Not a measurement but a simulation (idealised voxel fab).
process module | voxel wiring stack
cross-section cut | 240 nm wide | cells 5 nm
A cross-section is a grid of square cells, given in bands from the top down. A band is one or more rows of cells.
Each band's line starts with the height of the band's top and of its bottom, in nm. Then come its materials from left to right, each with its width in nm. One material with "throughout" fills the band from edge to edge. "air" is empty space.
Height 0 is the level under which the wafer as received is all one material. The lowest band goes on downwards, as in "0 down".
A width such as "30 to 40" changes by the same amount from each row of cells to the next, from the band's top row to its bottom row.
"no change" after a step means that no cell of the cross-section changed.
closed voids: empty space of 8 cells or more with no open way to the top, each as width x height at its distance from the left edge, in nm
after a step's settings: what the simulator itself notes on the step
overlay nm, on a step with a mask: how far to the right of its planned place the mask lay; to the left if negative
plan
1 op RECEIVE | material Si
2 op CONFORMAL_DEP | material SiO2 | thk nm 15
3 op CONFORMAL_DEP | material SiN | thk nm 5
4 op DIRECTIONAL_DEP | material SiO2 | thk nm 15
5 op PATTERN | tone open | mask id METAL_1 | material resist | width nm 30 | pitch nm 50 | thk nm 20 | overlay nm 0
6 op DIRECTIONAL_ETCH | etch materials SiO2 | depth nm 15
7 op DIRECTIONAL_ETCH | etch materials SiN | depth nm 5
8 op STRIP | etch materials resist
9 op CONFORMAL_DEP | material TiN | thk nm 5
10 op FILL_DEP | material Cu | thk nm 10
11 op CMP | height nm 35
12 op EPI | material Ru | thk nm 5
13 op FILL_DEP | material SiCN | thk nm 5
14 op DIRECTIONAL_DEP | material lowk | thk nm 25
15 op DIRECTIONAL_DEP | material aC | thk nm 15
16 op PATTERN | tone open | mask id METAL_2 | material resist | width nm 30 | pitch nm 50 | thk nm 35 | overlay nm 0
17 op DIRECTIONAL_ETCH | etch materials aC | depth nm 15
18 op STRIP | etch materials resist
19 op DIRECTIONAL_ETCH | etch materials lowk | depth nm 15
20 op STRIP | etch materials aC
21 op PATTERN | tone open | mask id METAL_2_HOLES | material resist | width nm 15 | thk nm 15 | overlay nm 0
22 op DIRECTIONAL_ETCH | etch materials lowk | depth nm 10
23 op DIRECTIONAL_ETCH | etch materials SiCN | depth nm 5
24 op STRIP | etch materials resist
25 op CONFORMAL_DEP | material TiN | thk nm 5
26 op FILL_DEP | material Ru | thk nm 10
27 op CMP | height nm 70
28 op CONFORMAL_DEP | material SiN | thk nm 5
first wafer, as planned
as received, after step 1
  0 down: Si throughout
  closed voids: none
after step 2
  15 to 0: SiO2 throughout
  below 0: unchanged
after step 3
  20 to 15: SiN throughout
  below 15: unchanged
after step 4
  35 to 20: SiO2 throughout
  below 20: unchanged
after step 5
  55 to 35: resist 80 | air 30 | resist 20 | air 30 | resist 80
  below 35: unchanged
after step 6
  55 to 35: resist 80 | air 30 | resist 20 | air 30 | resist 80
  35 to 20: SiO2 80 | air 30 | SiO2 20 | air 30 | SiO2 80
  below 20: unchanged
after step 7
  55 to 35: resist 80 | air 30 | resist 20 | air 30 | resist 80
  35 to 20: SiO2 80 | air 30 | SiO2 20 | air 30 | SiO2 80
  20 to 15: SiN 80 | air 30 | SiN 20 | air 30 | SiN 80
  below 15: unchanged
after step 8
  35 to 20: SiO2 80 | air 30 | SiO2 20 | air 30 | SiO2 80
  below 20: unchanged
after step 9
  40 to 35: TiN 85 | air 20 | TiN 30 | air 20 | TiN 85
  35 to 20: SiO2 80 | TiN 5 | air 20 | TiN 5 | SiO2 20 | TiN 5 | air 20 | TiN 5 | SiO2 80
  20 to 15: SiN 80 | TiN 30 | SiN 20 | TiN 30 | SiN 80
  below 15: unchanged
after step 10
  50 to 40: Cu throughout
  40 to 35: TiN 85 | Cu 20 | TiN 30 | Cu 20 | TiN 85
  35 to 20: SiO2 80 | TiN 5 | Cu 20 | TiN 5 | SiO2 20 | TiN 5 | Cu 20 | TiN 5 | SiO2 80
  below 20: unchanged
after step 11
  35 to 20: SiO2 80 | TiN 5 | Cu 20 | TiN 5 | SiO2 20 | TiN 5 | Cu 20 | TiN 5 | SiO2 80
  below 20: unchanged
after step 12
  40 to 35: air 75 | Ru 40 | air 10 | Ru 40 | air 75
  below 35: unchanged
after step 13
  45 to 40: SiCN throughout
  40 to 35: SiCN 75 | Ru 40 | SiCN 10 | Ru 40 | SiCN 75
  below 35: unchanged
after step 14
  70 to 45: lowk throughout
  below 45: unchanged
after step 15
  85 to 70: aC throughout
  below 70: unchanged
after step 16
  120 to 85: resist 80 | air 30 | resist 20 | air 30 | resist 80
  below 85: unchanged
after step 17
  105 to 85: resist 80 | air 30 | resist 20 | air 30 | resist 80
  85 to 70: aC 80 | air 30 | aC 20 | air 30 | aC 80
  below 70: unchanged
after step 18
  85 to 70: aC 80 | air 30 | aC 20 | air 30 | aC 80
  below 70: unchanged
after step 19
  85 to 70: aC 80 | air 30 | aC 20 | air 30 | aC 80
  70 to 55: lowk 80 | air 30 | lowk 20 | air 30 | lowk 80
  below 55: unchanged
after step 20
  70 to 55: lowk 80 | air 30 | lowk 20 | air 30 | lowk 80
  below 55: unchanged
after step 21
  85 to 70: resist 80 | air 15 | resist 145
  70 to 55: lowk 80 | air 15 | resist 15 | lowk 20 | resist 30 | lowk 80
  below 55: unchanged
after step 22
  85 to 70: resist 80 | air 15 | resist 145
  70 to 55: lowk 80 | air 15 | resist 15 | lowk 20 | resist 30 | lowk 80
  55 to 45: lowk 80 | air 15 | lowk 145
  below 45: unchanged
after step 23
  85 to 70: resist 80 | air 15 | resist 145
  70 to 55: lowk 80 | air 15 | resist 15 | lowk 20 | resist 30 | lowk 80
  55 to 45: lowk 80 | air 15 | lowk 145
  45 to 40: SiCN 80 | air 15 | SiCN 145
  below 40: unchanged
after step 24
  70 to 55: lowk 80 | air 30 | lowk 20 | air 30 | lowk 80
  below 55: unchanged
after step 25
  75 to 70: TiN 85 | air 20 | TiN 30 | air 20 | TiN 85
  70 to 60: lowk 80 | TiN 5 | air 20 | TiN 5 | lowk 20 | TiN 5 | air 20 | TiN 5 | lowk 80
  60 to 55: lowk 80 | TiN 5 | air 5 | TiN 20 | lowk 20 | TiN 30 | lowk 80
  55 to 45: lowk 80 | TiN 5 | air 5 | TiN 5 | lowk 145
  45 to 40: SiCN 80 | TiN 15 | SiCN 145
  below 40: unchanged
after step 26
  85 to 75: Ru throughout
  75 to 70: TiN 85 | Ru 20 | TiN 30 | Ru 20 | TiN 85
  70 to 60: lowk 80 | TiN 5 | Ru 20 | TiN 5 | lowk 20 | TiN 5 | Ru 20 | TiN 5 | lowk 80
  60 to 55: lowk 80 | TiN 5 | Ru 5 | TiN 20 | lowk 20 | TiN 30 | lowk 80
  55 to 45: lowk 80 | TiN 5 | Ru 5 | TiN 5 | lowk 145
  below 45: unchanged
after step 27
  70 to 60: lowk 80 | TiN 5 | Ru 20 | TiN 5 | lowk 20 | TiN 5 | Ru 20 | TiN 5 | lowk 80
  below 60: unchanged
after step 28
  75 to 70: SiN throughout
  below 70: unchanged
second wafer: like start, like plan, one mistake. Through step 15 it matches the first wafer
when step 16 should have ended
  120 to 85: resist 70 | air 30 | resist 20 | air 30 | resist 90
  below 85: unchanged
when step 17 should have ended
  105 to 85: resist 70 | air 30 | resist 20 | air 30 | resist 90
  85 to 70: aC 70 | air 30 | aC 20 | air 30 | aC 90
  below 70: unchanged
when step 18 should have ended
  85 to 70: aC 70 | air 30 | aC 20 | air 30 | aC 90
  below 70: unchanged
when step 19 should have ended
  85 to 70: aC 70 | air 30 | aC 20 | air 30 | aC 90
  70 to 55: lowk 70 | air 30 | lowk 20 | air 30 | lowk 90
  below 55: unchanged
when step 20 should have ended
  70 to 55: lowk 70 | air 30 | lowk 20 | air 30 | lowk 90
  below 55: unchanged
when step 21 should have ended
  85 to 70: resist 80 | air 15 | resist 145
  70 to 55: lowk 70 | resist 10 | air 15 | resist 5 | lowk 20 | resist 30 | lowk 90
  below 55: unchanged
when step 22 should have ended
  85 to 70: resist 80 | air 15 | resist 145
  70 to 55: lowk 70 | resist 10 | air 15 | resist 5 | lowk 20 | resist 30 | lowk 90
  55 to 45: lowk 80 | air 15 | lowk 145
  below 45: unchanged
when step 23 should have ended
  85 to 70: resist 80 | air 15 | resist 145
  70 to 55: lowk 70 | resist 10 | air 15 | resist 5 | lowk 20 | resist 30 | lowk 90
  55 to 45: lowk 80 | air 15 | lowk 145
  45 to 40: SiCN 80 | air 15 | SiCN 145
  below 40: unchanged
when step 24 should have ended
  70 to 55: lowk 70 | air 30 | lowk 20 | air 30 | lowk 90
  below 55: unchanged
when step 25 should have ended
  75 to 70: TiN 75 | air 20 | TiN 30 | air 20 | TiN 95
  70 to 60: lowk 70 | TiN 5 | air 20 | TiN 5 | lowk 20 | TiN 5 | air 20 | TiN 5 | lowk 90
  60 to 55: lowk 70 | TiN 15 | air 5 | TiN 10 | lowk 20 | TiN 30 | lowk 90
  55 to 45: lowk 80 | TiN 5 | air 5 | TiN 5 | lowk 145
  45 to 40: SiCN 80 | TiN 15 | SiCN 145
  below 40: unchanged
when step 26 should have ended
  85 to 75: Ru throughout
  75 to 70: TiN 75 | Ru 20 | TiN 30 | Ru 20 | TiN 95
  70 to 60: lowk 70 | TiN 5 | Ru 20 | TiN 5 | lowk 20 | TiN 5 | Ru 20 | TiN 5 | lowk 90
  60 to 55: lowk 70 | TiN 15 | Ru 5 | TiN 10 | lowk 20 | TiN 30 | lowk 90
  55 to 45: lowk 80 | TiN 5 | Ru 5 | TiN 5 | lowk 145
  below 45: unchanged
when step 27 should have ended
  70 to 60: lowk 70 | TiN 5 | Ru 20 | TiN 5 | lowk 20 | TiN 5 | Ru 20 | TiN 5 | lowk 90
  below 60: unchanged
when step 28 should have ended
  75 to 70: SiN throughout
  below 70: unchanged
what went wrong: step 16 ran as: op PATTERN | tone open | mask id METAL_2 | material resist | width nm 30 | pitch nm 50 | thk nm 35 | overlay nm -10
at the end the second wafer has, in cells: as many of each material as the first, in other places
